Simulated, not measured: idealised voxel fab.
The name of this process module is voxel wiring stack.
Section cut is 140 nm wide and gridded with 5 nm square cells.
In this document a cross-section is written as a grid of square cells. It is given as a series of bands, listed from the top down, and a band is one or more rows of cells. For a band, the entry starts with two heights in nm, that of the top and then that of the bottom, and carries on with the band's materials in order from left to right, each alongside its width in nm; the word "throughout" beside a single material means it fills the band edge to edge, and "empty" means empty space. The reference from which all heights are counted is 0, the level beneath which the as-received wafer is entirely one material; the lowest band, having no lower bound, proceeds downward and is written after the example "top 0, no bottom". It should be noted that a width expressed as "30->40" varies in equal increments from row to row of cells within the band, taking the value of the first number at the top row and that of the second number at the bottom row. Reading "everything unchanged" for a step: not a cell of the cross-section changed in it. Each empty space that has no open way to the top and spans at least 8 cells appears under "Sealed internal cavities" as width x height at distance, the distance counted from the left edge, all in nm. Heads up: the bit after the settings on a step's line is the simulator's remark on that step. "overlay nm" on a masked step: distance the mask lay right of its planned place, negative for left. Read the rest as pairs. Take the cross-section before one process step, then the cross-section after it, which shows only down to the lowest band that changed. Under the pair, find the step between them and its settings. Bear in mind that pairs may come from different runs of this module on the same starting wafer: link a pair to the pair above it only where its entry headed "Geometry before processing" says to.

Geometry before processing:
> top 140, bottom 125  30 nm lowk; 30 nm empty; 20 nm lowk; 30 nm empty; 30 nm lowk
> top 125, bottom 110  30 nm lowk; 15 nm empty; 95 nm lowk
> top 110, bottom 105  30 nm SiCN; 15 nm empty; 95 nm SiCN
> top 105, bottom 100  25 nm SiCN; 40 nm Ru; 10 nm SiCN; 40 nm Ru; 25 nm SiCN
> top 100, bottom 85  30 nm lowk; 5 nm TiN; 20 nm Ru; 5 nm TiN; 20 nm lowk; 5 nm TiN; 20 nm Ru; 5 nm TiN; 30 nm lowk
> top 85, bottom 80  30 nm SiCN; 30 nm TiN; 20 nm SiCN; 30 nm TiN; 30 nm SiCN
> top 80, bottom 70  30 nm lowk; 15 nm Ru; 35 nm lowk; 15 nm Ru; 45 nm lowk
> top 70, bottom 65  30 nm SiCN; 15 nm Ru; 35 nm SiCN; 15 nm Ru; 45 nm SiCN
> top 65, bottom 55  30 nm SiO2; 5 nm TiN; 20 nm Cu; 5 nm TiN; 20 nm SiO2; 5 nm TiN; 20 nm Cu; 5 nm TiN; 30 nm SiO2
> top 55, bottom 50  30 nm SiO2; 5 nm TiN; 5 nm Cu; 20 nm TiN; 20 nm SiO2; 5 nm TiN; 5 nm Cu; 20 nm TiN; 30 nm SiO2
> top 50, bottom 35  30 nm SiO2; 5 nm TiN; 5 nm Cu; 5 nm TiN; 35 nm SiO2; 5 nm TiN; 5 nm Cu; 5 nm TiN; 45 nm SiO2
> top 35, bottom 30  30 nm SiCN; 15 nm TiN; 35 nm SiCN; 15 nm TiN; 45 nm SiCN
> top 30, bottom 15  35 nm lowk; 5 nm TiN; 20 nm Cu; 5 nm TiN; 20 nm lowk; 5 nm TiN; 20 nm Cu; 5 nm TiN; 25 nm lowk
> top 15, bottom 10  35 nm SiN; 30 nm TiN; 20 nm SiN; 30 nm TiN; 25 nm SiN
> top 10, bottom 0  SiO2 throughout
> top 0, no bottom  Si throughout
> Sealed internal cavities: none

Post-Process View:
> top 145, bottom 140  35 nm TiN; 20 nm empty; 30 nm TiN; 20 nm empty; 35 nm TiN
> top 140, bottom 130  30 nm lowk; 5 nm TiN; 20 nm empty; 5 nm TiN; 20 nm lowk; 5 nm TiN; 20 nm empty; 5 nm TiN; 30 nm lowk
> top 130, bottom 125  30 nm lowk; 5 nm TiN; 5 nm empty; 20 nm TiN; 20 nm lowk; 30 nm TiN; 30 nm lowk
> top 125, bottom 110  30 nm lowk; 5 nm TiN; 5 nm empty; 5 nm TiN; 95 nm lowk
> top 110, bottom 105  30 nm SiCN; 15 nm TiN; 95 nm SiCN
> At heights below 105, the structure remains unaltered.
> Sealed internal cavities: none
So what happens between those two cross-sections up there? CONFORMAL_DEP | material TiN | thk nm 5

Geometry before processing: equal to the after panel directly above.

Post-Process View:
> top 155, bottom 145  Cu throughout
> top 145, bottom 140  35 nm TiN; 20 nm Cu; 30 nm TiN; 20 nm Cu; 35 nm TiN
> top 140, bottom 130  30 nm lowk; 5 nm TiN; 20 nm Cu; 5 nm TiN; 20 nm lowk; 5 nm TiN; 20 nm Cu; 5 nm TiN; 30 nm lowk
> top 130, bottom 125  30 nm lowk; 5 nm TiN; 5 nm Cu; 20 nm TiN; 20 nm lowk; 30 nm TiN; 30 nm lowk
> top 125, bottom 110  30 nm lowk; 5 nm TiN; 5 nm Cu; 5 nm TiN; 95 nm lowk
> At heights below 110, the structure remains unaltered.
> Sealed internal cavities: none
So what happens between those two cross-sections up there? FILL_DEP | material Cu | thk nm 10

Geometry before processing: equal to the after panel directly above.

Post-Process View:
> top 140, bottom 130  30 nm lowk; 5 nm TiN; 20 nm Cu; 5 nm TiN; 20 nm lowk; 5 nm TiN; 20 nm Cu; 5 nm TiN; 30 nm lowk
> At heights below 130, the structure remains unaltered.
> Sealed internal cavities: none
So what happens between those two cross-sections up there? CMP | height nm 140

Geometry before processing: equal to the after panel directly above.

Post-Process View:
> top 145, bottom 140  SiN throughout
> At heights below 140, the structure remains unaltered.
> Sealed internal cavities: none
So what happens between those two cross-sections up there? CONFORMAL_DEP | material SiN | thk nm 5

Geometry before processing:
> top 80, bottom 70  30 nm lowk; 15 nm Ru; 35 nm lowk; 15 nm Ru; 45 nm lowk
> top 70, bottom 65  30 nm SiCN; 15 nm Ru; 35 nm SiCN; 15 nm Ru; 45 nm SiCN
> top 65, bottom 55  30 nm SiO2; 5 nm TiN; 20 nm Cu; 5 nm TiN; 20 nm SiO2; 5 nm TiN; 20 nm Cu; 5 nm TiN; 30 nm SiO2
> top 55, bottom 50  30 nm SiO2; 5 nm TiN; 5 nm Cu; 20 nm TiN; 20 nm SiO2; 5 nm TiN; 5 nm Cu; 20 nm TiN; 30 nm SiO2
> top 50, bottom 35  30 nm SiO2; 5 nm TiN; 5 nm Cu; 5 nm TiN; 35 nm SiO2; 5 nm TiN; 5 nm Cu; 5 nm TiN; 45 nm SiO2
> top 35, bottom 30  30 nm SiCN; 15 nm TiN; 35 nm SiCN; 15 nm TiN; 45 nm SiCN
> top 30, bottom 15  30 nm lowk; 5 nm TiN; 20 nm Cu; 5 nm TiN; 20 nm lowk; 5 nm TiN; 20 nm Cu; 5 nm TiN; 30 nm lowk
> top 15, bottom 10  30 nm SiN; 30 nm TiN; 20 nm SiN; 30 nm TiN; 30 nm SiN
> top 10, bottom 0  SiO2 throughout
> top 0, no bottom  Si throughout
> Sealed internal cavities: none

Post-Process View:
> top 85, bottom 80  Cu throughout
> At heights below 80, the structure remains unaltered.
> Sealed internal cavities: none
So what happens between those two cross-sections up there? CONFORMAL_DEP | material Cu | thk nm 5

Geometry before processing: equal to the after panel directly above.

Post-Process View:
> top 100, bottom 85  lowk throughout
> At heights below 85, the structure remains unaltered.
> Sealed internal cavities: none
So what happens between those two cross-sections up there? DIRECTIONAL_DEP | material lowk | thk nm 15

Geometry before processing: equal to the after panel directly above.

Post-Process View:
> top 120, bottom 100  30 nm resist; 30 nm empty; 20 nm resist; 30 nm empty; 30 nm resist
> At heights below 100, the structure remains unaltered.
> Sealed internal cavities: none
So what happens between those two cross-sections up there? PATTERN | tone open | mask id METAL_3 | material resist | width nm 30 | pitch nm 50 | thk nm 20 | overlay nm 0

Geometry before processing: equal to the after panel directly above.

Post-Process View:
> top 120, bottom 100  30 nm resist; 30 nm empty; 20 nm resist; 30 nm empty; 30 nm resist
> top 100, bottom 85  30 nm lowk; 30 nm empty; 20 nm lowk; 30 nm empty; 30 nm lowk
> At heights below 85, the structure remains unaltered.
> Sealed internal cavities: none
So what happens between those two cross-sections up there? DIRECTIONAL_ETCH | etch materials lowk | depth nm 15

Geometry before processing: equal to the after panel directly above.

Post-Process View:
> top 100, bottom 85  30 nm lowk; 30 nm empty; 20 nm lowk; 30 nm empty; 30 nm lowk
> At heights below 85, the structure remains unaltered.
> Sealed internal cavities: none
So what happens between those two cross-sections up there? STRIP | etch materials resist

Geometry before processing: equal to the after panel directly above.

Post-Process View:
> top 105, bottom 100  35 nm TiN; 20 nm empty; 30 nm TiN; 20 nm empty; 35 nm TiN
> top 100, bottom 90  30 nm lowk; 5 nm TiN; 20 nm empty; 5 nm TiN; 20 nm lowk; 5 nm TiN; 20 nm empty; 5 nm TiN; 30 nm lowk
> top 90, bottom 85  30 nm lowk; 30 nm TiN; 20 nm lowk; 30 nm TiN; 30 nm lowk
> At heights below 85, the structure remains unaltered.
> Sealed internal cavities: none
So what happens between those two cross-sections up there? CONFORMAL_DEP | material TiN | thk nm 5

Geometry before processing: equal to the after panel directly above.

Post-Process View:
> top 110, bottom 105  Ru throughout
> top 105, bottom 100  35 nm TiN; 20 nm Ru; 30 nm TiN; 20 nm Ru; 35 nm TiN
> top 100, bottom 90  30 nm lowk; 5 nm TiN; 20 nm Ru; 5 nm TiN; 20 nm lowk; 5 nm TiN; 20 nm Ru; 5 nm TiN; 30 nm lowk
> At heights below 90, the structure remains unaltered.
> Sealed internal cavities: none
So what happens between those two cross-sections up there? FILL_DEP | material Ru | thk nm 5

Geometry before processing: equal to the after panel directly above.

Post-Process View:
> top 100, bottom 90  30 nm lowk; 5 nm TiN; 20 nm Ru; 5 nm TiN; 20 nm lowk; 5 nm TiN; 20 nm Ru; 5 nm TiN; 30 nm lowk
> At heights below 90, the structure remains unaltered.
> Sealed internal cavities: none
So what happens between those two cross-sections up there? CMP | height nm 100

Geometry before processing: equal to the after panel directly above.

Post-Process View:
> top 105, bottom 100  25 nm empty; 40 nm Ru; 10 nm empty; 40 nm Ru; 25 nm empty
> At heights below 100, the structure remains unaltered.
> Sealed internal cavities: none
So what happens between those two cross-sections up there? EPI | material Ru | thk nm 5

Geometry before processing: equal to the after panel directly above.

Post-Process View:
> top 110, bottom 105  SiCN throughout
> top 105, bottom 100  25 nm SiCN; 40 nm Ru; 10 nm SiCN; 40 nm Ru; 25 nm SiCN
> At heights below 100, the structure remains unaltered.
> Sealed internal cavities: none
So what happens between those two cross-sections up there? FILL_DEP | material SiCN | thk nm 5

Geometry before processing: equal to the after panel directly above.

Post-Process View:
> top 140, bottom 110  lowk throughout
> At heights below 110, the structure remains unaltered.
> Sealed internal cavities: none
So what happens between those two cross-sections up there? DIRECTIONAL_DEP | material lowk | thk nm 30

Geometry before processing: equal to the after panel directly above.

Post-Process View:
> top 160, bottom 140  30 nm resist; 15 nm empty; 95 nm resist
> At heights below 140, the structure remains unaltered.
> Sealed internal cavities: none
So what happens between those two cross-sections up there? PATTERN | tone open | mask id METAL_4_HOLES | material resist | width nm 15 | thk nm 20 | overlay nm 0

Geometry before processing: equal to the after panel directly above.

Post-Process View:
> top 160, bottom 140  30 nm resist; 15 nm empty; 95 nm resist
> top 140, bottom 110  30 nm lowk; 15 nm empty; 95 nm lowk
> At heights below 110, the structure remains unaltered.
> Sealed internal cavities: none
So what happens between those two cross-sections up there? DIRECTIONAL_ETCH | etch materials lowk | depth nm 30

Geometry before processing: equal to the after panel directly above.

Post-Process View:
> top 140, bottom 110  30 nm lowk; 15 nm empty; 95 nm lowk
> At heights below 110, the structure remains unaltered.
> Sealed internal cavities: none
So what happens between those two cross-sections up there? STRIP | etch materials resist

Geometry before processing: equal to the after panel directly above.

Post-Process View:
> top 155, bottom 140  30 nm resist; 30 nm empty; 20 nm resist; 30 nm empty; 30 nm resist
> At heights below 140, the structure remains unaltered.
> Sealed internal cavities: none
So what happens between those two cross-sections up there? PATTERN | tone open | mask id METAL_4 | material resist | width nm 30 | pitch nm 50 | thk nm 15 | overlay nm 0

Geometry before processing: equal to the after panel directly above.

Post-Process View:
> top 155, bottom 140  30 nm resist; 30 nm empty; 20 nm resist; 30 nm empty; 30 nm resist
> top 140, bottom 125  30 nm lowk; 30 nm empty; 20 nm lowk; 30 nm empty; 30 nm lowk
> At heights below 125, the structure remains unaltered.
> Sealed internal cavities: none
So what happens between those two cross-sections up there? DIRECTIONAL_ETCH | etch materials lowk | depth nm 15

Geometry before processing: equal to the after panel directly above.

Post-Process View:
> top 155, bottom 140  30 nm resist; 30 nm empty; 20 nm resist; 30 nm empty; 30 nm resist
> top 140, bottom 125  30 nm lowk; 30 nm empty; 20 nm lowk; 30 nm empty; 30 nm lowk
> top 125, bottom 110  30 nm lowk; 15 nm empty; 95 nm lowk
> top 110, bottom 105  30 nm SiCN; 15 nm empty; 95 nm SiCN
> At heights below 105, the structure remains unaltered.
> Sealed internal cavities: none
So what happens between those two cross-sections up there? DIRECTIONAL_ETCH | etch materials SiCN | depth nm 5

Geometry before processing: equal to the after panel directly above.

Post-Process View:
> top 140, bottom 125  30 nm lowk; 30 nm empty; 20 nm lowk; 30 nm empty; 30 nm lowk
> At heights below 125, the structure remains unaltered.
> Sealed internal cavities: none
So what happens between those two cross-sections up there? STRIP | etch materials resist

Geometry before processing: equal to the after panel directly above.

Post-Process View:
> top 145, bottom 140  35 nm TiN; 20 nm empty; 30 nm TiN; 20 nm empty; 35 nm TiN
> top 140, bottom 130  30 nm lowk; 5 nm TiN; 20 nm empty; 5 nm TiN; 20 nm lowk; 5 nm TiN; 20 nm empty; 5 nm TiN; 30 nm lowk
> top 130, bottom 125  30 nm lowk; 5 nm TiN; 5 nm empty; 20 nm TiN; 20 nm lowk; 30 nm TiN; 30 nm lowk
> top 125, bottom 110  30 nm lowk; 5 nm TiN; 5 nm empty; 5 nm TiN; 95 nm lowk
> top 110, bottom 105  30 nm SiCN; 15 nm TiN; 95 nm SiCN
> At heights below 105, the structure remains unaltered.
> Sealed internal cavities: none
So what happens between those two cross-sections up there? CONFORMAL_DEP | material TiN | thk nm 5

Geometry before processing: equal to the after panel directly above.

Post-Process View:
> top 155, bottom 145  Cu throughout
> top 145, bottom 140  35 nm TiN; 20 nm Cu; 30 nm TiN; 20 nm Cu; 35 nm TiN
> top 140, bottom 130  30 nm lowk; 5 nm TiN; 20 nm Cu; 5 nm TiN; 20 nm lowk; 5 nm TiN; 20 nm Cu; 5 nm TiN; 30 nm lowk
> top 130, bottom 125  30 nm lowk; 5 nm TiN; 5 nm Cu; 20 nm TiN; 20 nm lowk; 30 nm TiN; 30 nm lowk
> top 125, bottom 110  30 nm lowk; 5 nm TiN; 5 nm Cu; 5 nm TiN; 95 nm lowk
> At heights below 110, the structure remains unaltered.
> Sealed internal cavities: none
So what happens between those two cross-sections up there? FILL_DEP | material Cu | thk nm 10

Geometry before processing: equal to the after panel directly above.

Post-Process View:
> top 140, bottom 130  30 nm lowk; 5 nm TiN; 20 nm Cu; 5 nm TiN; 20 nm lowk; 5 nm TiN; 20 nm Cu; 5 nm TiN; 30 nm lowk
> At heights below 130, the structure remains unaltered.
> Sealed internal cavities: none
So what happens between those two cross-sections up there? CMP | height nm 140

Geometry before processing: equal to the after panel directly above.

Post-Process View:
> top 145, bottom 140  SiN throughout
> At heights below 140, the structure remains unaltered.
> Sealed internal cavities: none
So what happens between those two cross-sections up there? CONFORMAL_DEP | material SiN | thk nm 5

Geometry before processing:
> top 140, bottom 110  30 nm lowk; 15 nm empty; 95 nm lowk
> top 110, bottom 105  SiCN throughout
> top 105, bottom 100  25 nm SiCN; 40 nm Ru; 10 nm SiCN; 40 nm Ru; 25 nm SiCN
> top 100, bottom 85  30 nm lowk; 5 nm TiN; 20 nm Ru; 5 nm TiN; 20 nm lowk; 5 nm TiN; 20 nm Ru; 5 nm TiN; 30 nm lowk
> top 85, bottom 80  30 nm SiCN; 30 nm TiN; 20 nm SiCN; 30 nm TiN; 30 nm SiCN
> top 80, bottom 70  30 nm lowk; 15 nm Ru; 35 nm lowk; 15 nm Ru; 45 nm lowk
> top 70, bottom 65  30 nm SiCN; 15 nm Ru; 35 nm SiCN; 15 nm Ru; 45 nm SiCN
> top 65, bottom 55  30 nm SiO2; 5 nm TiN; 20 nm Cu; 5 nm TiN; 20 nm SiO2; 5 nm TiN; 20 nm Cu; 5 nm TiN; 30 nm SiO2
> top 55, bottom 50  30 nm SiO2; 5 nm TiN; 5 nm Cu; 20 nm TiN; 20 nm SiO2; 5 nm TiN; 5 nm Cu; 20 nm TiN; 30 nm SiO2
> top 50, bottom 35  30 nm SiO2; 5 nm TiN; 5 nm Cu; 5 nm TiN; 35 nm SiO2; 5 nm TiN; 5 nm Cu; 5 nm TiN; 45 nm SiO2
> top 35, bottom 30  30 nm SiCN; 15 nm TiN; 35 nm SiCN; 15 nm TiN; 45 nm SiCN
> top 30, bottom 15  30 nm lowk; 5 nm TiN; 20 nm Cu; 5 nm TiN; 20 nm lowk; 5 nm TiN; 20 nm Cu; 5 nm TiN; 30 nm lowk
> top 15, bottom 10  30 nm SiN; 30 nm TiN; 20 nm SiN; 30 nm TiN; 30 nm SiN
> top 10, bottom 0  SiO2 throughout
> top 0, no bottom  Si throughout
> Sealed internal cavities: none

Post-Process View:
> top 155, bottom 140  30 nm empty; 30 nm resist; 20 nm empty; 30 nm resist; 30 nm empty
> top 140, bottom 110  30 nm lowk; 15 nm resist; 95 nm lowk
> At heights below 110, the structure remains unaltered.
> Sealed internal cavities: none
So what happens between those two cross-sections up there? PATTERN | tone cover | mask id METAL_4 | material resist | width nm 30 | pitch nm 50 | thk nm 15 | overlay nm 0

Geometry before processing: equal to the after panel directly above.

Post-Process View:
> top 155, bottom 140  30 nm empty; 30 nm resist; 20 nm empty; 30 nm resist; 30 nm empty
> top 140, bottom 125  30 nm empty; 15 nm resist; 15 nm lowk; 20 nm empty; 30 nm lowk; 30 nm empty
> At heights below 125, the structure remains unaltered.
> Sealed internal cavities: none
So what happens between those two cross-sections up there? DIRECTIONAL_ETCH | etch materials lowk | depth nm 15

Geometry before processing: equal to the after panel directly above.

Post-Process View:
> top 140, bottom 125  45 nm empty; 15 nm lowk; 20 nm empty; 30 nm lowk; 30 nm empty
> top 125, bottom 110  30 nm lowk; 15 nm empty; 95 nm lowk
> At heights below 110, the structure remains unaltered.
> Sealed internal cavities: none
So what happens between those two cross-sections up there? STRIP | etch materials resist

Geometry before processing: equal to the after panel directly above.

Post-Process View:
> top 145, bottom 140  40 nm empty; 25 nm TiN; 10 nm empty; 40 nm TiN; 25 nm empty
> top 140, bottom 130  40 nm empty; 5 nm TiN; 15 nm lowk; 5 nm TiN; 10 nm empty; 5 nm TiN; 30 nm lowk; 5 nm TiN; 25 nm empty
> top 130, bottom 125  35 nm TiN; 5 nm empty; 5 nm TiN; 15 nm lowk; 20 nm TiN; 30 nm lowk; 30 nm TiN
> top 125, bottom 115  30 nm lowk; 5 nm TiN; 5 nm empty; 5 nm TiN; 95 nm lowk
> top 115, bottom 110  30 nm lowk; 15 nm TiN; 95 nm lowk
> At heights below 110, the structure remains unaltered.
> Sealed internal cavities: none
So what happens between those two cross-sections up there? CONFORMAL_DEP | material TiN | thk nm 5

Geometry before processing: equal to the after panel directly above.

Post-Process View:
> top 155, bottom 145  Cu throughout
> top 145, bottom 140  40 nm Cu; 25 nm TiN; 10 nm Cu; 40 nm TiN; 25 nm Cu
> top 140, bottom 130  40 nm Cu; 5 nm TiN; 15 nm lowk; 5 nm TiN; 10 nm Cu; 5 nm TiN; 30 nm lowk; 5 nm TiN; 25 nm Cu
> top 130, bottom 125  35 nm TiN; 5 nm Cu; 5 nm TiN; 15 nm lowk; 20 nm TiN; 30 nm lowk; 30 nm TiN
> top 125, bottom 115  30 nm lowk; 5 nm TiN; 5 nm Cu; 5 nm TiN; 95 nm lowk
> At heights below 115, the structure remains unaltered.
> Sealed internal cavities: none
So what happens between those two cross-sections up there? FILL_DEP | material Cu | thk nm 10

Geometry before processing: equal to the after panel directly above.

Post-Process View:
> top 140, bottom 130  40 nm Cu; 5 nm TiN; 15 nm lowk; 5 nm TiN; 10 nm Cu; 5 nm TiN; 30 nm lowk; 5 nm TiN; 25 nm Cu
> At heights below 130, the structure remains unaltered.
> Sealed internal cavities: none
So what happens between those two cross-sections up there? CMP | height nm 140

Geometry before processing: equal to the after panel directly above.

Post-Process View:
> top 145, bottom 140  SiN throughout
> At heights below 140, the structure remains unaltered.
> Sealed internal cavities: none
So what happens between those two cross-sections up there? CONFORMAL_DEP | material SiN | thk nm 5
